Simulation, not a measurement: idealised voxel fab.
The process module that follows is named voxel self aligned vias.
Displayed cross-section: cut, width of 220 nm, square cells sized 5 nm.
Throughout this document, each cross-section is represented as a grid of square cells and is presented as a sequence of bands enumerated from the top downward, where a band comprises one or more rows of cells. Band: top height; bottom height; in nm. Then, left to right: material with width in nm, for each material. "edge to edge": a single material spanning edge to edge. "blank": empty space. Height reference: 0 = level under which incoming wafer is all one material. Lowest band: no bottom, runs on downward, e.g. "0 and below". Read "30 to 40" as a graded width: first number on top, second number at the bottom, same change between each pair of neighbouring rows. "no alterations made" -> step changed no cross-section cell. The entry titled "Cavities, closed" provides the empty spaces that have no open way to the top, restricted to those of 8 cells or more. Each is presented as width x height at distance, the distance being measured from the left edge, with all three in nm. Anything after a step's settings on that line? It's the simulator's own note about the step. "overlay nm" on a masked step: distance the mask lay right of its planned place, negative for left.

Listed below are the process steps as planned
1) RECEIVE [material Si]
2) CONFORMAL_DEP [material SiO2] [thk nm 10]
3) CONFORMAL_DEP [material SiCN] [thk nm 5]
4) DIRECTIONAL_DEP [material lowk] [thk nm 20]
5) PATTERN [tone open] [mask id LINES] [material resist] [width nm 25] [pitch nm 70] [thk nm 15] [overlay nm 0]
6) DIRECTIONAL_ETCH [etch materials lowk] [depth nm 20]
7) STRIP [etch materials resist]
8) CONFORMAL_DEP [material TiN] [thk nm 5]
9) FILL_DEP [material W] [thk nm 5]
10) CMP [height nm 35]
11) SELECTIVE_ETCH [etch materials W Ru TiN] [depth nm 5]
12) FILL_DEP [material SiN] [thk nm 5]
13) CMP [height nm 35]
14) DIRECTIONAL_DEP [material lowk] [thk nm 20]
15) PATTERN [tone open] [mask id VIAS] [material resist] [width nm 45] [thk nm 20] [overlay nm 0]
16) DIRECTIONAL_ETCH [etch materials lowk] [depth nm 20]
17) DIRECTIONAL_ETCH [etch materials SiN] [depth nm 5]
18) STRIP [etch materials resist]
19) CONFORMAL_DEP [material TiN] [thk nm 5]
20) FILL_DEP [material W] [thk nm 5]
21) CMP [height nm 55]
22) CONFORMAL_DEP [material SiCN] [thk nm 5]

As-received state of the wafer in cross-section, equivalent to post-step 1
    0 and below = Si edge to edge
    Cavities, closed: none

Final cross-section, module run with one mistake (start and plan as above)
    60 down to 55 = SiCN edge to edge
    55 down to 40 = lowk=50 | TiN=5 | W=35 | TiN=5 | lowk=125
    40 down to 35 = lowk=50 | TiN=45 | lowk=125
    35 down to 10 = SiCN edge to edge
    10 down to 0 = SiO2 edge to edge
    0 and below = Si edge to edge
    Cavities, closed: none
What was done differently from what was planned? step 4 was run on a setting that differed from the plan, and what really ran there is DIRECTIONAL_DEP [material SiCN] [thk nm 20]
